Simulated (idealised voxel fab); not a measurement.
process module | voxel capacitor over wiring
cross-section cut | 155 nm wide | cells 5 nm
A cross-section is a grid of square cells, given in bands from the top down. A band is one or more rows of cells.
Each band's line starts with the height of the band's top and of its bottom, in nm. Then come its materials from left to right, each with its width in nm. One material with "throughout" fills the band from edge to edge. "air" is empty space.
Height 0 is the level under which the wafer as received is all one material. The lowest band goes on downwards, as in "0 down".
A width such as "30 to 40" changes by the same amount from each row of cells to the next, from the band's top row to its bottom row.
"no change" after a step means that no cell of the cross-section changed.
closed voids: empty space of 8 cells or more with no open way to the top, each as width x height at its distance from the left edge, in nm
after a step's settings: what the simulator itself notes on the step
overlay nm, on a step with a mask: how far to the right of its planned place the mask lay; to the left if negative
plan
1 op RECEIVE | material Si
2 op CONFORMAL_DEP | material SiO2 | thk nm 15
3 op CONFORMAL_DEP | material SiN | thk nm 5
4 op DIRECTIONAL_DEP | material SiO2 | thk nm 25
5 op PATTERN | tone open | mask id METAL_1 | material resist | width nm 25 | pitch nm 80 | thk nm 15 | overlay nm 0
6 op DIRECTIONAL_ETCH | etch materials SiO2 | depth nm 25
7 op DIRECTIONAL_ETCH | etch materials SiN | depth nm 5
8 op STRIP | etch materials resist
9 op CONFORMAL_DEP | material TiN | thk nm 5
10 op FILL_DEP | material Cu | thk nm 10
11 op CMP | height nm 45
12 op CONFORMAL_DEP | material SiCN | thk nm 5
13 op DIRECTIONAL_DEP | material lowk | thk nm 20
14 op DIRECTIONAL_DEP | material aC | thk nm 10
15 op PATTERN | tone open | mask id PLUG_1 | material resist | width nm 15 | thk nm 30 | overlay nm 0
16 op DIRECTIONAL_ETCH | etch materials aC | depth nm 10
17 op STRIP | etch materials resist
18 op DIRECTIONAL_ETCH | etch materials lowk | depth nm 20
19 op DIRECTIONAL_ETCH | etch materials SiCN | depth nm 5
20 op STRIP | etch materials aC
21 op EPI | material Ru | thk nm 10
22 op EPI | material Ru | thk nm 10
23 op EPI | material Ru | thk nm 5
24 op DIRECTIONAL_DEP | material TiN | thk nm 5
25 op DIRECTIONAL_DEP | material SiN | thk nm 5
26 op DIRECTIONAL_DEP | material TiN | thk nm 10
27 op MASKED_ETCH | tone cover | mask id UPPER_PLATE | width nm 60 | etch materials TiN | depth nm 10 | overlay nm 0
28 op MASKED_ETCH | tone cover | mask id UPPER_PLATE | width nm 60 | etch materials SiN | depth nm 5 | overlay nm 0
29 op MASKED_ETCH | tone cover | mask id LOWER_PLATE | width nm 70 | etch materials TiN | depth nm 5 | overlay nm 0
30 op FILL_DEP | material SiO2 | thk nm 20
31 op CMP | height nm 105
32 op MASKED_ETCH | tone open | mask id PLUG_2 | width nm 15 | etch materials SiO2 | depth nm 15 | overlay nm 0
33 op CONFORMAL_DEP | material TiN | thk nm 5
34 op FILL_DEP | material W | thk nm 5
35 op CMP | height nm 105
36 op CONFORMAL_DEP | material SiN | thk nm 5
first wafer, as planned
as received, after step 1
  0 down: Si throughout
  closed voids: none
after step 2
  15 to 0: SiO2 throughout
  below 0: unchanged
after step 3
  20 to 15: SiN throughout
  below 15: unchanged
after step 4
  45 to 20: SiO2 throughout
  below 20: unchanged
after step 5
  60 to 45: resist 25 | air 25 | resist 55 | air 25 | resist 25
  below 45: unchanged
after step 6
  60 to 45: resist 25 | air 25 | resist 55 | air 25 | resist 25
  45 to 20: SiO2 25 | air 25 | SiO2 55 | air 25 | SiO2 25
  below 20: unchanged
after step 7
  60 to 45: resist 25 | air 25 | resist 55 | air 25 | resist 25
  45 to 20: SiO2 25 | air 25 | SiO2 55 | air 25 | SiO2 25
  20 to 15: SiN 25 | air 25 | SiN 55 | air 25 | SiN 25
  below 15: unchanged
after step 8
  45 to 20: SiO2 25 | air 25 | SiO2 55 | air 25 | SiO2 25
  below 20: unchanged
after step 9
  50 to 45: TiN 30 | air 15 | TiN 65 | air 15 | TiN 30
  45 to 20: SiO2 25 | TiN 5 | air 15 | TiN 5 | SiO2 55 | TiN 5 | air 15 | TiN 5 | SiO2 25
  20 to 15: SiN 25 | TiN 25 | SiN 55 | TiN 25 | SiN 25
  below 15: unchanged
after step 10
  60 to 50: Cu throughout
  50 to 45: TiN 30 | Cu 15 | TiN 65 | Cu 15 | TiN 30
  45 to 20: SiO2 25 | TiN 5 | Cu 15 | TiN 5 | SiO2 55 | TiN 5 | Cu 15 | TiN 5 | SiO2 25
  below 20: unchanged
after step 11
  45 to 20: SiO2 25 | TiN 5 | Cu 15 | TiN 5 | SiO2 55 | TiN 5 | Cu 15 | TiN 5 | SiO2 25
  below 20: unchanged
after step 12
  50 to 45: SiCN throughout
  below 45: unchanged
after step 13
  70 to 50: lowk throughout
  below 50: unchanged
after step 14
  80 to 70: aC throughout
  below 70: unchanged
after step 15
  110 to 80: resist 35 | air 15 | resist 105
  below 80: unchanged
after step 16
  100 to 80: resist 35 | air 15 | resist 105
  80 to 70: aC 35 | air 15 | aC 105
  below 70: unchanged
after step 17
  80 to 70: aC 35 | air 15 | aC 105
  below 70: unchanged
after step 18
  80 to 70: aC 35 | air 15 | aC 105
  70 to 50: lowk 35 | air 15 | lowk 105
  below 50: unchanged
after step 19
  80 to 70: aC 35 | air 15 | aC 105
  70 to 50: lowk 35 | air 15 | lowk 105
  50 to 45: SiCN 35 | air 15 | SiCN 105
  below 45: unchanged
after step 20
  70 to 50: lowk 35 | air 15 | lowk 105
  below 50: unchanged
after step 21
  70 to 55: lowk 35 | air 15 | lowk 105
  55 to 50: lowk 35 | Ru 15 | lowk 105
  50 to 45: SiCN 35 | Ru 15 | SiCN 105
  below 45: unchanged
after step 22
  70 to 65: lowk 35 | air 15 | lowk 105
  65 to 50: lowk 35 | Ru 15 | lowk 105
  below 50: unchanged
after step 23
  70 to 50: lowk 35 | Ru 15 | lowk 105
  below 50: unchanged
after step 24
  75 to 70: TiN throughout
  below 70: unchanged
after step 25
  80 to 75: SiN throughout
  below 75: unchanged
after step 26
  90 to 80: TiN throughout
  below 80: unchanged
after step 27
  90 to 80: air 35 | TiN 60 | air 60
  below 80: unchanged
after step 28
  90 to 80: air 35 | TiN 60 | air 60
  80 to 75: air 35 | SiN 60 | air 60
  below 75: unchanged
after step 29
  90 to 80: air 35 | TiN 60 | air 60
  80 to 75: air 35 | SiN 60 | air 60
  75 to 70: air 30 | TiN 70 | air 55
  below 70: unchanged
after step 30
  110 to 90: SiO2 throughout
  90 to 80: SiO2 35 | TiN 60 | SiO2 60
  80 to 75: SiO2 35 | SiN 60 | SiO2 60
  75 to 70: SiO2 30 | TiN 70 | SiO2 55
  below 70: unchanged
after step 31
  105 to 90: SiO2 throughout
  below 90: unchanged
after step 32
  105 to 90: SiO2 45 | air 15 | SiO2 95
  below 90: unchanged
after step 33
  110 to 105: TiN 50 | air 5 | TiN 100
  105 to 95: SiO2 45 | TiN 5 | air 5 | TiN 5 | SiO2 95
  95 to 90: SiO2 45 | TiN 15 | SiO2 95
  below 90: unchanged
after step 34
  115 to 110: W throughout
  110 to 105: TiN 50 | W 5 | TiN 100
  105 to 95: SiO2 45 | TiN 5 | W 5 | TiN 5 | SiO2 95
  below 95: unchanged
after step 35
  105 to 95: SiO2 45 | TiN 5 | W 5 | TiN 5 | SiO2 95
  below 95: unchanged
after step 36
  110 to 105: SiN throughout
  below 105: unchanged
second wafer: like start, like plan, one mistake. Through step 14 it matches the first wafer
when step 15 should have ended
  110 to 80: resist 30 | air 25 | resist 100
  below 80: unchanged
when step 16 should have ended
  100 to 80: resist 30 | air 25 | resist 100
  80 to 70: aC 30 | air 25 | aC 100
  below 70: unchanged
when step 17 should have ended
  80 to 70: aC 30 | air 25 | aC 100
  below 70: unchanged
when step 18 should have ended
  80 to 70: aC 30 | air 25 | aC 100
  70 to 50: lowk 30 | air 25 | lowk 100
  below 50: unchanged
when step 19 should have ended
  80 to 70: aC 30 | air 25 | aC 100
  70 to 50: lowk 30 | air 25 | lowk 100
  50 to 45: SiCN 30 | air 25 | SiCN 100
  below 45: unchanged
when step 20 should have ended
  70 to 50: lowk 30 | air 25 | lowk 100
  below 50: unchanged
when step 21 should have ended
  70 to 55: lowk 30 | air 25 | lowk 100
  55 to 50: lowk 30 | Ru 25 | lowk 100
  50 to 45: SiCN 30 | Ru 25 | SiCN 100
  below 45: unchanged
when step 22 should have ended
  70 to 65: lowk 30 | air 25 | lowk 100
  65 to 50: lowk 30 | Ru 25 | lowk 100
  below 50: unchanged
when step 23 should have ended
  70 to 50: lowk 30 | Ru 25 | lowk 100
  below 50: unchanged
when step 24 should have ended
  75 to 70: TiN throughout
  below 70: unchanged
when step 25 should have ended
  80 to 75: SiN throughout
  below 75: unchanged
when step 26 should have ended
  90 to 80: TiN throughout
  below 80: unchanged
when step 27 should have ended
  90 to 80: air 35 | TiN 60 | air 60
  below 80: unchanged
when step 28 should have ended
  90 to 80: air 35 | TiN 60 | air 60
  80 to 75: air 35 | SiN 60 | air 60
  below 75: unchanged
when step 29 should have ended
  90 to 80: air 35 | TiN 60 | air 60
  80 to 75: air 35 | SiN 60 | air 60
  75 to 70: air 30 | TiN 70 | air 55
  below 70: unchanged
when step 30 should have ended
  110 to 90: SiO2 throughout
  90 to 80: SiO2 35 | TiN 60 | SiO2 60
  80 to 75: SiO2 35 | SiN 60 | SiO2 60
  75 to 70: SiO2 30 | TiN 70 | SiO2 55
  below 70: unchanged
when step 31 should have ended
  105 to 90: SiO2 throughout
  below 90: unchanged
when step 32 should have ended
  105 to 90: SiO2 45 | air 15 | SiO2 95
  below 90: unchanged
when step 33 should have ended
  110 to 105: TiN 50 | air 5 | TiN 100
  105 to 95: SiO2 45 | TiN 5 | air 5 | TiN 5 | SiO2 95
  95 to 90: SiO2 45 | TiN 15 | SiO2 95
  below 90: unchanged
when step 34 should have ended
  115 to 110: W throughout
  110 to 105: TiN 50 | W 5 | TiN 100
  105 to 95: SiO2 45 | TiN 5 | W 5 | TiN 5 | SiO2 95
  below 95: unchanged
when step 35 should have ended
  105 to 95: SiO2 45 | TiN 5 | W 5 | TiN 5 | SiO2 95
  below 95: unchanged
when step 36 should have ended
  110 to 105: SiN throughout
  below 105: unchanged
what went wrong: step 15 ran as: op PATTERN | tone open | mask id PLUG_1 | material resist | width nm 25 | thk nm 30 | overlay nm 0
at the end the second wafer has, in cells: 10 more of Ru | 2 fewer of SiCN | 8 fewer of lowk
